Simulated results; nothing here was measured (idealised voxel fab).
process module | voxel air gaps
cross-section cut | 265 nm wide | cells 5 nm
A cross-section is a grid of square cells, given in bands from the top down. A band is one or more rows of cells.
Each band's line starts with the height of the band's top and of its bottom, in nm. Then come its materials from left to right, each with its width in nm. One material with "throughout" fills the band from edge to edge. "air" is empty space.
Height 0 is the level under which the wafer as received is all one material. The lowest band goes on downwards, as in "0 down".
A width such as "30 to 40" changes by the same amount from each row of cells to the next, from the band's top row to its bottom row.
"no change" after a step means that no cell of the cross-section changed.
closed voids: empty space of 8 cells or more with no open way to the top, each as width x height at its distance from the left edge, in nm
after a step's settings: what the simulator itself notes on the step
overlay nm, on a step with a mask: how far to the right of its planned place the mask lay; to the left if negative
plan
1 op RECEIVE | material Si
2 op CONFORMAL_DEP | material SiO2 | thk nm 15
3 op CONFORMAL_DEP | material SiCN | thk nm 5
4 op DIRECTIONAL_DEP | material lowk | thk nm 35
5 op MASKED_ETCH | tone open | mask id LINES | width nm 20 | pitch nm 50 | etch materials lowk | depth nm 35 | overlay nm 0
6 op CONFORMAL_DEP | material TiN | thk nm 5
7 op FILL_DEP | material Ru | thk nm 5
8 op CMP | height nm 55
9 op EPI | material Ru | thk nm 10
10 op SELECTIVE_ETCH | etch materials lowk | depth nm 45
11 op CONFORMAL_DEP | material SiCN | thk nm 5
as received, after step 1
  0 down: Si throughout
  closed voids: none
first wafer at the end, as planned
  70 to 65: air 55 | SiCN 150 | air 60
  65 to 55: air 55 | SiCN 5 | Ru 40 | SiCN 10 | Ru 40 | SiCN 10 | Ru 40 | SiCN 5 | air 60
  55 to 50: air 55 | SiCN 15 | TiN 5 | Ru 10 | TiN 5 | SiCN 30 | TiN 5 | Ru 10 | TiN 5 | SiCN 30 | TiN 5 | Ru 10 | TiN 5 | SiCN 15 | air 60
  50 to 25: air 65 | SiCN 5 | TiN 5 | Ru 10 | TiN 5 | SiCN 5 | air 20 | SiCN 5 | TiN 5 | Ru 10 | TiN 5 | SiCN 5 | air 20 | SiCN 5 | TiN 5 | Ru 10 | TiN 5 | SiCN 5 | air 70
  25 to 20: SiCN 70 | TiN 20 | SiCN 30 | TiN 20 | SiCN 30 | TiN 20 | SiCN 75
  20 to 15: SiCN throughout
  15 to 0: SiO2 throughout
  0 down: Si throughout
  closed voids: 20 x 25 at 95; 20 x 25 at 145
second wafer at the end: like start, like plan, one mistake
  70 to 65: air 55 | SiCN 150 | air 60
  65 to 55: air 55 | SiCN 5 | Ru 40 | SiCN 10 | Ru 40 | SiCN 10 | Ru 40 | SiCN 5 | air 60
  55 to 50: air 55 | SiCN 15 | TiN 5 | Ru 10 | TiN 5 | SiCN 30 | TiN 5 | Ru 10 | TiN 5 | SiCN 30 | TiN 5 | Ru 10 | TiN 5 | SiCN 15 | air 60
  50 to 25: air 65 | SiCN 5 | TiN 5 | Ru 10 | TiN 5 | SiCN 5 | air 20 | SiCN 5 | TiN 5 | Ru 10 | TiN 5 | SiCN 5 | air 20 | SiCN 5 | TiN 5 | Ru 10 | TiN 5 | SiCN 5 | air 70
  25 to 20: SiCN 70 | TiN 20 | SiCN 30 | TiN 20 | SiCN 30 | TiN 20 | SiCN 75
  20 to 5: SiO2 throughout
  5 to 0: SiCN throughout
  0 down: Si throughout
  closed voids: 20 x 25 at 95; 20 x 25 at 145
what went wrong: steps 2 and 3 were swapped
at the end the second wafer has, in cells: as many of each material as the first, in other places
